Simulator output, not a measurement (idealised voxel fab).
This section sets out a process module, namely voxel wiring stack.
The cross-section on display is named cut; it measures 230 nm wide, and its cells are 5 nm squares.
A cross-section in this document is a grid of square cells, and it is written down as bands, the top band listed before the ones below it; a band is made up of one or more rows of cells. A band entry consists of two parts. The first gives the height of the band's top and the height of its bottom, in nm. The rest lists the band's materials from left to right, each with its width in nm. A single material labelled with the word "full width" fills the band from edge to edge, and the word "empty" marks empty space. It should be noted that heights are counted from 0, beneath which the wafer as supplied is of one material throughout, and that the lowest band possesses no lower boundary but continues downward, as written in "0 -> down". A width such as "30..40" changes by the same amount from each row of cells to the next, from the band's top row to its bottom row. "all unchanged" -> step changed no cross-section cell. In "Enclosed internal cavities" the enclosed voids are listed, meaning empty spaces of 8 cells or larger without any opening to the top. The form is width x height at distance, distance from the left edge, units nm. Read whatever lies past the settings on a step's line as the simulator's own remark about the step. When a step includes a mask, the "overlay nm" setting on its line states how far to the right of its planned place that mask lay, and negative values state how far to the left.

List of planned process steps:
1. RECEIVE with material Si
2. CONFORMAL_DEP with material SiO2, thk nm 10
3. DIRECTIONAL_DEP with material TiN, thk nm 5
4. DIRECTIONAL_DEP with material Ru, thk nm 25
5. PATTERN with tone cover, mask id METAL_1, material resist, width nm 25, pitch nm 55, thk nm 20, overlay nm 0
6. DIRECTIONAL_ETCH with etch materials Ru, depth nm 25
7. DIRECTIONAL_ETCH with etch materials TiN, depth nm 5
8. STRIP with etch materials resist
9. FILL_DEP with material SiO2, thk nm 10
10. CMP with height nm 40
11. CONFORMAL_DEP with material SiCN, thk nm 5
12. DIRECTIONAL_DEP with material lowk, thk nm 20
13. MASKED_ETCH with tone open, mask id PLUG_1, width nm 15, pitch nm 55, etch materials lowk, depth nm 20, overlay nm 0
14. MASKED_ETCH with tone open, mask id PLUG_1, width nm 15, pitch nm 55, etch materials SiCN, depth nm 5, overlay nm 0
15. EPI with material Ru, thk nm 10
16. EPI with material Ru, thk nm 10
17. EPI with material Ru, thk nm 5
18. CONFORMAL_DEP with material SiN, thk nm 5
19. DIRECTIONAL_DEP with material lowk, thk nm 20
20. MASKED_ETCH with tone open, mask id METAL_2, width nm 25, pitch nm 55, etch materials lowk, depth nm 20, overlay nm 0
21. MASKED_ETCH with tone open, mask id METAL_2, width nm 25, pitch nm 55, etch materials SiN, depth nm 5, overlay nm 0
22. CONFORMAL_DEP with material TiN, thk nm 5
23. FILL_DEP with material Ru, thk nm 10
24. CMP with height nm 90
25. EPI with material Ru, thk nm 5
26. FILL_DEP with material SiCN, thk nm 5
27. DIRECTIONAL_DEP with material lowk, thk nm 35
28. DIRECTIONAL_DEP with material aC, thk nm 10
29. PATTERN with tone open, mask id METAL_3, material resist, width nm 25, pitch nm 55, thk nm 25, overlay nm 0
30. DIRECTIONAL_ETCH with etch materials aC, depth nm 10
31. STRIP with etch materials resist
32. DIRECTIONAL_ETCH with etch materials lowk, depth nm 20
33. STRIP with etch materials aC
34. DIRECTIONAL_DEP with material aC, thk nm 10
35. PATTERN with tone open, mask id METAL_3_HOLES, material resist, width nm 15, pitch nm 55, thk nm 30, overlay nm 0
36. DIRECTIONAL_ETCH with etch materials aC, depth nm 10
37. STRIP with etch materials resist
38. DIRECTIONAL_ETCH with etch materials lowk, depth nm 15
39. DIRECTIONAL_ETCH with etch materials SiCN, depth nm 5
40. STRIP with etch materials aC
41. CONFORMAL_DEP with material TiN, thk nm 5
42. FILL_DEP with material Cu, thk nm 10
43. CMP with height nm 135
44. CONFORMAL_DEP with material SiN, thk nm 5

As received (post step 1): cross-section:
* 0 -> down = Si full width
* Enclosed internal cavities: none

First of two wafers at the end of the module, shown in cross-section; run carried out as planned:
* 140 -> 135 = SiN full width
* 135 -> 120 = lowk (75), TiN (5), Cu (15), TiN (5), lowk (30), TiN (5), Cu (15), TiN (5), lowk (75)
* 120 -> 115 = lowk (75), TiN (5), Cu (5), TiN (15), lowk (30), TiN (5), Cu (5), TiN (15), lowk (75)
* 115 -> 100 = lowk (75), TiN (5), Cu (5), TiN (5), lowk (40), TiN (5), Cu (5), TiN (5), lowk (85)
* 100 -> 95 = SiCN (75), TiN (15), SiCN (40), TiN (15), SiCN (85)
* 95 -> 90 = SiCN (70), Ru (35), SiCN (20), Ru (35), SiCN (70)
* 90 -> 70 = lowk (75), TiN (5), Ru (15), TiN (5), lowk (30), TiN (5), Ru (15), TiN (5), lowk (75)
* 70 -> 65 = SiN (75), TiN (25), SiN (30), TiN (25), SiN (75)
* 65 -> 45 = lowk (75), Ru (15), lowk (40), Ru (15), lowk (85)
* 45 -> 40 = SiCN (75), Ru (15), SiCN (40), Ru (15), SiCN (85)
* 40 -> 15 = SiO2 (75), Ru (25), SiO2 (30), Ru (25), SiO2 (75)
* 15 -> 10 = SiO2 (75), TiN (25), SiO2 (30), TiN (25), SiO2 (75)
* 10 -> 0 = SiO2 full width
* 0 -> down = Si full width
* Enclosed internal cavities: none

Now the second wafer, cross-sectioned at the end of the module. Nothing different at the start, nothing different in the plan compared with the first, just one mistake when it was actually run:
* 140 -> 135 = SiN full width
* 135 -> 120 = lowk (75), TiN (5), Cu (15), TiN (5), lowk (30), TiN (5), Cu (15), TiN (5), lowk (75)
* 120 -> 115 = lowk (75), TiN (5), Cu (5), TiN (15), lowk (30), TiN (5), Cu (5), TiN (15), lowk (75)
* 115 -> 100 = lowk (75), TiN (5), Cu (5), TiN (5), lowk (40), TiN (5), Cu (5), TiN (5), lowk (85)
* 100 -> 95 = SiCN (75), TiN (15), SiCN (40), TiN (15), SiCN (85)
* 95 -> 90 = SiCN (70), Ru (35), SiCN (20), Ru (35), SiCN (70)
* 90 -> 70 = lowk (75), TiN (5), Ru (15), TiN (5), lowk (30), TiN (5), Ru (15), TiN (5), lowk (75)
* 70 -> 65 = SiN (75), TiN (25), SiN (30), TiN (25), SiN (75)
* 65 -> 45 = lowk (75), Ru (15), lowk (40), Ru (15), lowk (85)
* 45 -> 40 = SiCN (75), Ru (15), SiCN (40), Ru (15), SiCN (85)
* 40 -> 15 = SiO2 (80), Ru (20), SiO2 (35), Ru (20), SiO2 (75)
* 15 -> 10 = SiO2 (80), TiN (20), SiO2 (35), TiN (20), SiO2 (75)
* 10 -> 0 = SiO2 full width
* 0 -> down = Si full width
* Enclosed internal cavities: none
Nonconformance to the process plan: it should be noted that step 5 was executed with settings other than those planned, the operation and settings actually applied being PATTERN with tone cover, mask id METAL_1, material resist, width nm 20, pitch nm 55, thk nm 20, overlay nm 0
Final cells, second wafer relative to first, materials higher or lower: Ru -10; SiO2 +12; TiN -2
